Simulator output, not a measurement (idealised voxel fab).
Module name: voxel capacitor over wiring (process module)
In the cross-section labelled cut, the width is 165 nm and each square cell is 5 nm.
A cross-section in this document is a grid of square cells, and it is written down as bands, the top band listed before the ones below it; a band is made up of one or more rows of cells. Basically the band line says how high the top is and how high the bottom is, in nm, and then what's in it from left to right, every material with its width in nm. Empty space shows up as "air", and if a single material carries "throughout" it runs the full band edge to edge. Heads up on the height convention: 0 is the point under which the incoming wafer is all one material, and the lowest band has no bottom, it just keeps going down, like "0..down". Width spec "30->40" -> top row of cells at first value, bottom row at second value, equal per-row change in between. Any step labelled "nothing altered" changed none of the cells in the cross-section. "Voids, enclosed" means: voids of 8 cells or more that are shut off from the top with no open way through. Written width x height at distance, distance from the left edge, in nm. If you see something after the settings on a step's line, that's the simulator's own remark about that step. "overlay nm" on a masked step: distance the mask lay right of its planned place, negative for left.
This section lists the process steps that were planned
step 1: op RECEIVE | material Si
step 2: op CONFORMAL_DEP | material SiO2 | thk nm 10
step 3: op DIRECTIONAL_DEP | material TiN | thk nm 5
step 4: op DIRECTIONAL_DEP | material W | thk nm 15
step 5: op MASKED_ETCH | tone cover | mask id METAL_1 | width nm 15 | pitch nm 75 | etch materials W | depth nm 15 | overlay nm 0
step 6: op MASKED_ETCH | tone cover | mask id METAL_1 | width nm 25 | pitch nm 75 | etch materials TiN | depth nm 5 | overlay nm 0
step 7: op FILL_DEP | material lowk | thk nm 5
step 8: op CMP | height nm 30
step 9: op CONFORMAL_DEP | material SiCN | thk nm 5
step 10: op DIRECTIONAL_DEP | material lowk | thk nm 20
step 11: op PATTERN | tone open | mask id PLUG_1 | material resist | width nm 15 | thk nm 15 | overlay nm 0
step 12: op DIRECTIONAL_ETCH | etch materials lowk | depth nm 20
step 13: op DIRECTIONAL_ETCH | etch materials SiCN | depth nm 5
step 14: op STRIP | etch materials resist
step 15: op EPI | material Ru | thk nm 10
step 16: op EPI | material Ru | thk nm 10
step 17: op EPI | material Ru | thk nm 5
step 18: op DIRECTIONAL_DEP | material TiN | thk nm 5
step 19: op DIRECTIONAL_DEP | material HfO2 | thk nm 5
step 20: op DIRECTIONAL_DEP | material TiN | thk nm 5
step 21: op PATTERN | tone cover | mask id UPPER_PLATE | material resist | width nm 55 | thk nm 15 | overlay nm 0
step 22: op DIRECTIONAL_ETCH | etch materials TiN | depth nm 5
step 23: op DIRECTIONAL_ETCH | etch materials HfO2 | depth nm 5
step 24: op STRIP | etch materials resist
step 25: op PATTERN | tone cover | mask id LOWER_PLATE | material resist | width nm 65 | thk nm 15 | overlay nm 0
step 26: op DIRECTIONAL_ETCH | etch materials TiN | depth nm 5
step 27: op STRIP | etch materials resist
step 28: op FILL_DEP | material SiO2 | thk nm 15
step 29: op CMP | height nm 80
step 30: op PATTERN | tone open | mask id PLUG_2 | material resist | width nm 15 | thk nm 15 | overlay nm 0
step 31: op DIRECTIONAL_ETCH | etch materials SiO2 | depth nm 10
step 32: op STRIP | etch materials resist
step 33: op CONFORMAL_DEP | material TiN | thk nm 5
step 34: op FILL_DEP | material Ru | thk nm 5
step 35: op CMP | height nm 80
step 36: op CONFORMAL_DEP | material SiCN | thk nm 5
Quick note for whoever runs this: the wafers start identical, but the width nm at step 5 isn't the same across them. The plan just shows what the first wafer had.
Cross-section of the first incoming wafer of several, state after step 1
* 0..down = Si throughout
* Voids, enclosed: none
Row per wafer, end-of-module: cell gain (+)/loss (-) by material since the wafer came in, then closed voids
width nm 15, +11 HfO2, +16 Ru, +63 SiCN, +190 SiO2, +39 TiN, +18 W, +224 lowk, Voids, enclosed: none
width nm 20, +11 HfO2, +16 Ru, +63 SiCN, +190 SiO2, +39 TiN, +24 W, +218 lowk, Voids, enclosed: none
width nm 25, +11 HfO2, +16 Ru, +63 SiCN, +190 SiO2, +39 TiN, +30 W, +212 lowk, Voids, enclosed: none
width nm 30, +11 HfO2, +16 Ru, +63 SiCN, +190 SiO2, +41 TiN, +36 W, +204 lowk, Voids, enclosed: none
width nm 35, +11 HfO2, +16 Ru, +63 SiCN, +190 SiO2, +43 TiN, +42 W, +196 lowk, Voids, enclosed: none
width nm 40, +11 HfO2, +16 Ru, +63 SiCN, +190 SiO2, +45 TiN, +48 W, +188 lowk, Voids, enclosed: none
